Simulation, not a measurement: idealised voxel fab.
Process module, titled voxel double patterning
For reference, the cross-section in this document is cut, with width 255 nm and square cells of 5 nm.
This document writes a cross-section as a grid whose cells are square, and gives it as bands, listed from the top down; one or more rows of cells form a band. Heights first: top, then bottom, in nm. Then materials, left to right, each with a width in nm. "full width" on a single material: fills the band edge to edge. "air": empty space. Beneath 0, the wafer as received is one material, and that level is where height counting begins. The lowest band goes on downward without a bottom; it is written like "0 -> down". The notation "30..40" denotes a width that varies across the rows of cells in the band, beginning at the first number in the top row, finishing at the second number in the bottom row, and changing by an identical amount from each row to the next. The cross-section has no changed cell in any step marked "nothing different". Any empty space of 8 cells or more lacking an open way to the top shows up in "Enclosed void entries" as width x height at distance, distance from the left edge, in nm. after a step's settings: what the simulator itself notes on the step. What "overlay nm" on a step's line means: if the step has a mask, that mask lay this far to the right of its planned place, or, when the value is negative, to the left.
Planned process steps:
1. RECEIVE [material Si]
2. CONFORMAL_DEP [material SiN] [thk nm 5]
3. DIRECTIONAL_DEP [material SiO2] [thk nm 10]
4. DIRECTIONAL_DEP [material SiCN] [thk nm 10]
5. MASKED_ETCH [tone open] [mask id FIRST] [width nm 15] [pitch nm 50] [etch materials SiCN] [depth nm 10] [overlay nm 0]
6. DIRECTIONAL_DEP [material aC] [thk nm 10]
7. PATTERN [tone open] [mask id SECOND] [material resist] [width nm 15] [pitch nm 50] [thk nm 25] [overlay nm 0]
8. DIRECTIONAL_ETCH [etch materials aC] [depth nm 10]
9. STRIP [etch materials resist]
10. DIRECTIONAL_ETCH [etch materials SiCN] [depth nm 10]
11. STRIP [etch materials aC]
12. DIRECTIONAL_ETCH [etch materials SiO2] [depth nm 10]
13. STRIP [etch materials SiCN]
Shown in cross-section is the wafer as received, that is, as it stands after step 1:
- 0 -> down | Si full width
- Enclosed void entries: none
Cross-sectional result after module completion. Note: starting condition and plan are unchanged from above; one processing mistake was made:
- 15 -> 10 | SiN full width
- 10 -> 0 | SiO2 full width
- 0 -> down | Si full width
- Enclosed void entries: none
The plan and the run diverged here: the processing plan was not followed for steps 2 and 3, which were run with their positions exchanged
